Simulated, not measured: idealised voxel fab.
Module name: voxel gate over fins (process module)
Section shown: cut. Width: 250 nm. Cell size: 5 nm, square.
Throughout this document, each cross-section is represented as a grid of square cells and is presented as a sequence of bands enumerated from the top downward, where a band comprises one or more rows of cells.
Heights first: top, then bottom, in nm. Then materials, left to right, each with a width in nm. "full width" on a single material: fills the band edge to edge. "empty": empty space.
Measure heights from 0. That's the level where, below it, the as-received wafer is all one material. The lowest band is bottomless and extends downward; write it as in "0 -> down".
Width "30->40": first value at the band's top row of cells, second value at its bottom row, equal change from row to row.
Any step labelled "everything unchanged" changed none of the cells in the cross-section.
Listed in "Closed void listing": every empty space of 8 or more cells without an open way to the top. Form: width x height at distance, the distance being from the left edge, all in nm.
Where a step's line continues beyond its settings, the continuation is a remark by the simulator itself on that step.
You can add "overlay nm" to a step's line. For a step with a mask, it describes how far the mask lay to the right of its planned position, and a negative number describes a lay to the left.
In what follows, pairs of cross-sections are presented, each taken before and after one process step, with the after cross-section shown only down to the lowest band that was altered; the step, together with its settings, is stated below the pair. The pairs may stem from different runs of this module on the same starting wafer; accordingly, a pair should be taken as continuing from the one above it solely where its entry headed "Pre-step condition" indicates as much.
-- Pre-step condition
  20 -> 10 | W full width
  10 -> 0 | W=70 | TiN=105 | W=75
  0 -> -10 | TiN=80 | Si=15 | TiN=20 | Si=15 | TiN=20 | Si=15 | TiN=85
  -10 -> -40 | SiO2=80 | Si=15 | SiO2=20 | Si=15 | SiO2=20 | Si=15 | SiO2=85
  -40 -> down | Si full width
  Closed void listing: none
-- Cross-Section Thereafter
  15 -> 10 | W full width
  For the remainder of the cross-section, below 10, there is no change.
  Closed void listing: none
Step applied between the pre-step and post-step cross-sections shown above: CMP: height nm 15
Pre-step condition: same picture as after in the pair right above, so we don't repeat it.
-- Cross-Section Thereafter
  20 -> 15 | SiCN full width
  For the remainder of the cross-section, below 15, there is no change.
  Closed void listing: none
Step applied between the pre-step and post-step cross-sections shown above: CONFORMAL_DEP: material SiCN, thk nm 5
-- Pre-step condition
  5 -> 0 | SiN full width
  0 -> down | Si full width
  Closed void listing: none
-- Cross-Section Thereafter
  20 -> 5 | resist=80 | empty=15 | resist=20 | empty=15 | resist=20 | empty=15 | resist=85
  For the remainder of the cross-section, below 5, there is no change.
  Closed void listing: none
Step applied between the pre-step and post-step cross-sections shown above: PATTERN: tone open, mask id FINS, material resist, width nm 15, pitch nm 35, thk nm 15, overlay nm 0
Pre-step condition: same picture as after in the pair right above, so we don't repeat it.
-- Cross-Section Thereafter
  20 -> 5 | resist=80 | empty=15 | resist=20 | empty=15 | resist=20 | empty=15 | resist=85
  5 -> 0 | SiN=80 | empty=15 | SiN=20 | empty=15 | SiN=20 | empty=15 | SiN=85
  For the remainder of the cross-section, below 0, there is no change.
  Closed void listing: none
Step applied between the pre-step and post-step cross-sections shown above: DIRECTIONAL_ETCH: etch materials SiN, depth nm 5
Pre-step condition: same picture as after in the pair right above, so we don't repeat it.
-- Cross-Section Thereafter
  20 -> 5 | resist=80 | empty=15 | resist=20 | empty=15 | resist=20 | empty=15 | resist=85
  5 -> 0 | SiN=80 | empty=15 | SiN=20 | empty=15 | SiN=20 | empty=15 | SiN=85
  0 -> -40 | Si=80 | empty=15 | Si=20 | empty=15 | Si=20 | empty=15 | Si=85
  For the remainder of the cross-section, below -40, there is no change.
  Closed void listing: none
Step applied between the pre-step and post-step cross-sections shown above: DIRECTIONAL_ETCH: etch materials Si, depth nm 40
Pre-step condition: same picture as after in the pair right above, so we don't repeat it.
-- Cross-Section Thereafter
  5 -> 0 | SiN=80 | empty=15 | SiN=20 | empty=15 | SiN=20 | empty=15 | SiN=85
  For the remainder of the cross-section, below 0, there is no change.
  Closed void listing: none
Step applied between the pre-step and post-step cross-sections shown above: STRIP: etch materials resist
Pre-step condition: same picture as after in the pair right above, so we don't repeat it.
-- Cross-Section Thereafter
  20 -> 5 | SiO2 full width
  5 -> 0 | SiN=80 | SiO2=15 | SiN=20 | SiO2=15 | SiN=20 | SiO2=15 | SiN=85
  0 -> -40 | Si=80 | SiO2=15 | Si=20 | SiO2=15 | Si=20 | SiO2=15 | Si=85
  For the remainder of the cross-section, below -40, there is no change.
  Closed void listing: none
Step applied between the pre-step and post-step cross-sections shown above: FILL_DEP: material SiO2, thk nm 15
Pre-step condition: same picture as after in the pair right above, so we don't repeat it.
-- Cross-Section Thereafter
  5 -> 0 | SiN=80 | SiO2=15 | SiN=20 | SiO2=15 | SiN=20 | SiO2=15 | SiN=85
  For the remainder of the cross-section, below 0, there is no change.
  Closed void listing: none
Step applied between the pre-step and post-step cross-sections shown above: CMP: height nm 5
Pre-step condition: same picture as after in the pair right above, so we don't repeat it.
-- Cross-Section Thereafter
  5 -> 0 | SiN=80 | empty=15 | SiN=20 | empty=15 | SiN=20 | empty=15 | SiN=85
  0 -> -10 | Si=80 | empty=15 | Si=20 | empty=15 | Si=20 | empty=15 | Si=85
  For the remainder of the cross-section, below -10, there is no change.
  Closed void listing: none
Step applied between the pre-step and post-step cross-sections shown above: SELECTIVE_ETCH: etch materials SiO2, depth nm 15
Pre-step condition: same picture as after in the pair right above, so we don't repeat it.
-- Cross-Section Thereafter
  0 -> -10 | Si=80 | empty=15 | Si=20 | empty=15 | Si=20 | empty=15 | Si=85
  For the remainder of the cross-section, below -10, there is no change.
  Closed void listing: none
Step applied between the pre-step and post-step cross-sections shown above: STRIP: etch materials SiN
Pre-step condition: same picture as after in the pair right above, so we don't repeat it.
-- Cross-Section Thereafter
  5 -> 0 | HfO2=85 | empty=5 | HfO2=30 | empty=5 | HfO2=30 | empty=5 | HfO2=90
  0 -> -5 | Si=80 | HfO2=5 | empty=5 | HfO2=5 | Si=20 | HfO2=5 | empty=5 | HfO2=5 | Si=20 | HfO2=5 | empty=5 | HfO2=5 | Si=85
  -5 -> -10 | Si=80 | HfO2=15 | Si=20 | HfO2=15 | Si=20 | HfO2=15 | Si=85
  For the remainder of the cross-section, below -10, there is no change.
  Closed void listing: none
Step applied between the pre-step and post-step cross-sections shown above: CONFORMAL_DEP: material HfO2, thk nm 5
Pre-step condition: same picture as after in the pair right above, so we don't repeat it.
-- Cross-Section Thereafter
  10 -> 5 | TiN full width
  5 -> 0 | HfO2=85 | TiN=5 | HfO2=30 | TiN=5 | HfO2=30 | TiN=5 | HfO2=90
  0 -> -5 | Si=80 | HfO2=5 | TiN=5 | HfO2=5 | Si=20 | HfO2=5 | TiN=5 | HfO2=5 | Si=20 | HfO2=5 | TiN=5 | HfO2=5 | Si=85
  For the remainder of the cross-section, below -5, there is no change.
  Closed void listing: none
Step applied between the pre-step and post-step cross-sections shown above: CONFORMAL_DEP: material TiN, thk nm 5
Pre-step condition: same picture as after in the pair right above, so we don't repeat it.
-- Cross-Section Thereafter
  20 -> 10 | W full width
  For the remainder of the cross-section, below 10, there is no change.
  Closed void listing: none
Step applied between the pre-step and post-step cross-sections shown above: FILL_DEP: material W, thk nm 10
Pre-step condition: same picture as after in the pair right above, so we don't repeat it.
-- Cross-Section Thereafter
  15 -> 10 | W full width
  For the remainder of the cross-section, below 10, there is no change.
  Closed void listing: none
Step applied between the pre-step and post-step cross-sections shown above: CMP: height nm 15
Pre-step condition: same picture as after in the pair right above, so we don't repeat it.
-- Cross-Section Thereafter
  20 -> 15 | SiCN full width
  For the remainder of the cross-section, below 15, there is no change.
  Closed void listing: none
Step applied between the pre-step and post-step cross-sections shown above: CONFORMAL_DEP: material SiCN, thk nm 5
